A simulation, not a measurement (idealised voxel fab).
The name of this process module is voxel released beams.
Each square cell in cross-section cut measures 5 nm, and the section as a whole is 220 nm wide.
The cross-sections in this document take the form of a grid made of square cells. They are written out as bands, in order from top to bottom. Each band consists of one or more rows of cells.
What a band's entry tells you: where the top is and where the bottom is, as heights in nm, and after that what lies inside, material by material from left to right, each with its width in nm. Empty space is written as the word "air", and a single material marked with the word "throughout" occupies the band from edge to edge.
Height 0 is the level under which the wafer as received is all one material. The lowest band goes on downwards, as in "z 0 and below".
You'd read "30 to 40" like this: the band's top row of cells is as wide as the first number, its bottom row is as wide as the second, and going down, every row changes width by the same amount as the row before did.
"no modifications" (step): cross-section cells unchanged, all of them.
The entry titled "Voids, fully enclosed" provides the empty spaces that have no open way to the top, restricted to those of 8 cells or more. Each is presented as width x height at distance, the distance being measured from the left edge, with all three in nm.
Step line, after settings: the simulator's comment on this step.
A step line may carry the setting "overlay nm", which, for steps involving a mask, states the distance by which the mask lay to the right of its intended position; negative values denote displacement to the left.
# The following list gives the planned process steps
| 1 | RECEIVE [material Si] |
| 2 | CONFORMAL_DEP [material SiN] [thk nm 5] |
| 3 | DIRECTIONAL_DEP [material SiO2] [thk nm 10] |
| 4 | MASKED_ETCH [tone open] [mask id ANCHOR] [width nm 35] [etch materials SiO2] [depth nm 10] [overlay nm 0] |
| 5 | CONFORMAL_DEP [material W] [thk nm 10] |
| 6 | MASKED_ETCH [tone cover] [mask id BEAM] [width nm 120] [etch materials W] [depth nm 10] [overlay nm 0] |
| 7 | STRIP [etch materials SiO2] |
# First of the two wafers, run per plan
# Here's what the wafer looked like in cross-section when it arrived - that's after step 1
- z 0 and below = Si throughout
- Voids, fully enclosed: none
# Cross-section through the wafer, step 2 finished
- z 5 to 0 = SiN throughout
- Whatever lies below 0 is exactly as it was before.
# Cross-section through the wafer, step 3 finished
- z 15 to 5 = SiO2 throughout
- Whatever lies below 5 is exactly as it was before.
# Cross-section through the wafer, step 4 finished
- z 15 to 5 = 50 of SiO2 / 35 of air / 135 of SiO2
- Whatever lies below 5 is exactly as it was before.
# Cross-section through the wafer, step 5 finished
- z 25 to 15 = 60 of W / 15 of air / 145 of W
- z 15 to 5 = 50 of SiO2 / 35 of W / 135 of SiO2
- Whatever lies below 5 is exactly as it was before.
# Cross-section through the wafer, step 6 finished
- z 25 to 15 = 45 of air / 15 of W / 15 of air / 90 of W / 55 of air
- Whatever lies below 15 is exactly as it was before.
# Cross-section through the wafer, step 7 finished
- z 25 to 15 = 45 of air / 15 of W / 15 of air / 90 of W / 55 of air
- z 15 to 5 = 50 of air / 35 of W / 135 of air
- Whatever lies below 5 is exactly as it was before.
# What follows concerns the second wafer, which started out like the first and was meant to follow the very same plan; one mistake crept in when it was run, but everything up to and including step 3 is the same as for the first wafer
# Cross-sectional representation of the second wafer at the time designated in the plan for the completion of step 4
- z 15 to 5 = 50 of SiO2 / 35 of air / 135 of SiO2
- Whatever lies below 5 is exactly as it was before.
# Cross-sectional representation of the second wafer at the time designated in the plan for the completion of step 5
- z 25 to 15 = 60 of W / 15 of air / 145 of W
- z 15 to 5 = 50 of SiO2 / 35 of W / 135 of SiO2
- Whatever lies below 5 is exactly as it was before.
# Cross-sectional representation of the second wafer at the time designated in the plan for the completion of step 6
- z 25 to 15 = 45 of air / 15 of W / 15 of air / 90 of W / 55 of air
- Whatever lies below 15 is exactly as it was before.
# Cross-sectional representation of the second wafer at the time designated in the plan for the completion of step 7
- z 25 to 15 = 45 of air / 15 of W / 15 of air / 90 of W / 55 of air
- z 15 to 5 = 50 of air / 35 of W / 135 of air
- Whatever lies below 5 is exactly as it was before.
Processing error: it should be noted that step 4 of the plan was executed twice
The mistake has no effect on what this model computes, because the two wafers end with the same cross-section.
